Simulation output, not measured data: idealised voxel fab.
process module | voxel transistor to metal
cross-section cut | 190 nm wide | cells 5 nm
A cross-section is a grid of square cells, given in bands from the top down. A band is one or more rows of cells.
Each band's line starts with the height of the band's top and of its bottom, in nm. Then come its materials from left to right, each with its width in nm. One material with "throughout" fills the band from edge to edge. "air" is empty space.
Height 0 is the level under which the wafer as received is all one material. The lowest band goes on downwards, as in "0 down".
A width such as "30 to 40" changes by the same amount from each row of cells to the next, from the band's top row to its bottom row.
"no change" after a step means that no cell of the cross-section changed.
closed voids: empty space of 8 cells or more with no open way to the top, each as width x height at its distance from the left edge, in nm
after a step's settings: what the simulator itself notes on the step
overlay nm, on a step with a mask: how far to the right of its planned place the mask lay; to the left if negative
plan
1 op RECEIVE | material Si
2 op OXIDIZE | depth nm 5
3 op CONFORMAL_DEP | material SiN | thk nm 15
4 op MASKED_ETCH | tone cover | mask id ACTIVE | width nm 95 | etch materials SiN | depth nm 15 | overlay nm 0
5 op MASKED_ETCH | tone cover | mask id ACTIVE | width nm 95 | etch materials SiO2 | depth nm 5 | overlay nm 0
6 op MASKED_ETCH | tone cover | mask id ACTIVE | width nm 95 | etch materials Si | depth nm 20 | overlay nm 0
7 op OXIDIZE | depth nm 5
8 op FILL_DEP | material SiO2 | thk nm 5
9 op CMP | height nm 15
10 op SELECTIVE_ETCH | etch materials SiO2 | depth nm 15
11 op STRIP | etch materials SiN
12 op SELECTIVE_ETCH | etch materials SiO2 | depth nm 5
13 op OXIDIZE | depth nm 5
14 op DIRECTIONAL_DEP | material polySi | thk nm 25
15 op DIRECTIONAL_DEP | material SiCN | thk nm 15
16 op PATTERN | tone cover | mask id GATE | material resist | width nm 15 | thk nm 15 | overlay nm 0
17 op DIRECTIONAL_ETCH | etch materials SiCN | depth nm 25
18 op DIRECTIONAL_ETCH | etch materials polySi | depth nm 35
19 op STRIP | etch materials resist
20 op CONFORMAL_DEP | material SiO2 | thk nm 5
21 op DIRECTIONAL_ETCH | etch materials SiO2 | depth nm 5
22 op CONFORMAL_DEP | material SiN | thk nm 5
23 op DIRECTIONAL_ETCH | etch materials SiN | depth nm 5
24 op DIRECTIONAL_ETCH | etch materials SiO2 | depth nm 5
25 op DIRECTIONAL_ETCH | etch materials Si | depth nm 15
26 op EPI | material SiGe | thk nm 15
27 op FILL_DEP | material SiO2 | thk nm 5
28 op CMP | height nm 35
29 op DIRECTIONAL_DEP | material SiO2 | thk nm 10
30 op DIRECTIONAL_DEP | material aC | thk nm 15
31 op PATTERN | tone open | mask id CONTACT | material resist | width nm 25 | pitch nm 50 | thk nm 35 | overlay nm 0
32 op DIRECTIONAL_ETCH | etch materials aC | depth nm 15
33 op STRIP | etch materials resist
34 op DIRECTIONAL_ETCH | etch materials SiO2 | depth nm 55
35 op STRIP | etch materials aC
36 op CONFORMAL_DEP | material TiN | thk nm 5
37 op FILL_DEP | material Ru | thk nm 5
38 op CMP | height nm 45
39 op CONFORMAL_DEP | material SiN | thk nm 5
40 op DIRECTIONAL_DEP | material lowk | thk nm 20
41 op PATTERN | tone open | mask id METAL_1 | material resist | width nm 15 | pitch nm 60 | thk nm 15 | overlay nm 0
42 op DIRECTIONAL_ETCH | etch materials lowk | depth nm 20
43 op DIRECTIONAL_ETCH | etch materials SiN | depth nm 5
44 op STRIP | etch materials resist
45 op CONFORMAL_DEP | material TiN | thk nm 5
46 op FILL_DEP | material Cu | thk nm 10
47 op CMP | height nm 70
48 op CONFORMAL_DEP | material SiN | thk nm 5
as received, after step 1
  0 down: Si throughout
  closed voids: none
first wafer at the end, as planned
  75 to 70: SiN throughout
  70 to 50: lowk 55 | TiN 5 | Cu 5 | TiN 5 | lowk 45 | TiN 5 | Cu 5 | TiN 5 | lowk 60
  50 to 45: SiN 55 | TiN 15 | SiN 45 | TiN 15 | SiN 60
  45 to 35: SiO2 55 | TiN 5 | Ru 15 to 10 | TiN 5 to 10 | SiO2 25 | TiN 5 to 10 | Ru 15 to 10 | TiN 5 | SiO2 60
  35 to 20: SiO2 55 | TiN 5 | Ru 10 | TiN 5 | SiN 5 | SiO2 5 | SiCN 15 | SiO2 5 | SiN 5 | TiN 5 | Ru 10 | TiN 5 | SiO2 60
  20 to 10: SiO2 55 | TiN 5 | Ru 10 | TiN 5 | SiN 5 | SiO2 5 | polySi 15 | SiO2 5 | SiN 5 | TiN 5 | Ru 10 | TiN 5 | SiO2 60
  10 to 5: SiO2 55 | TiN 20 | SiN 5 | SiO2 5 | polySi 15 | SiO2 5 | SiN 5 | TiN 20 | SiO2 60
  5 to -5: SiO2 55 | TiN 5 | SiGe 15 | SiN 5 | SiO2 5 | polySi 15 | SiO2 5 | SiN 5 | SiGe 15 | TiN 5 | SiO2 60
  -5 to -10: SiO2 55 | TiN 5 | SiGe 15 | SiO2 35 | SiGe 15 | TiN 5 | SiO2 60
  -10 to -25: SiO2 50 | SiGe 25 | Si 35 | SiGe 25 | SiO2 55
  -25 to -30: SiO2 50 | Si 85 | SiO2 55
  -30 down: Si throughout
  closed voids: none
second wafer at the end: like start, like plan, one mistake
  75 to 70: SiN throughout
  70 to 50: lowk 55 | TiN 5 | Cu 5 | TiN 5 | lowk 45 | TiN 5 | Cu 5 | TiN 5 | lowk 60
  50 to 45: SiN 55 | TiN 15 | SiN 45 | TiN 15 | SiN 60
  45 to 35: SiO2 55 | TiN 5 | Ru 15 to 10 | TiN 5 to 10 | SiO2 25 | TiN 5 to 10 | Ru 15 to 10 | TiN 5 | SiO2 60
  35 to 25: SiO2 55 | TiN 5 | Ru 10 | TiN 5 | SiN 5 | SiO2 5 | SiCN 15 | SiO2 5 | SiN 5 | TiN 5 | Ru 10 | TiN 5 | SiO2 60
  25 to 20: SiO2 55 | TiN 20 | SiN 5 | SiO2 5 | SiCN 15 | SiO2 5 | SiN 5 | TiN 20 | SiO2 60
  20 to 5: SiO2 45 | SiGe 30 | SiN 5 | SiO2 5 | polySi 15 | SiO2 5 | SiN 5 | SiGe 30 | SiO2 50
  5 to -5: SiO2 35 | SiGe 40 | SiN 5 | SiO2 5 | polySi 15 | SiO2 5 | SiN 5 | SiGe 40 | SiO2 40
  -5 to -10: SiO2 35 | SiGe 40 | SiO2 35 | SiGe 40 | SiO2 40
  -10 to -25: SiO2 50 | SiGe 25 | Si 35 | SiGe 25 | SiO2 55
  -25 to -30: SiO2 50 | Si 85 | SiO2 55
  -30 down: Si throughout
  closed voids: none
what went wrong: step 26 was run twice
at the end the second wafer has, in cells: 12 fewer of Ru | 66 more of SiGe | 36 fewer of SiO2 | 18 fewer of TiN
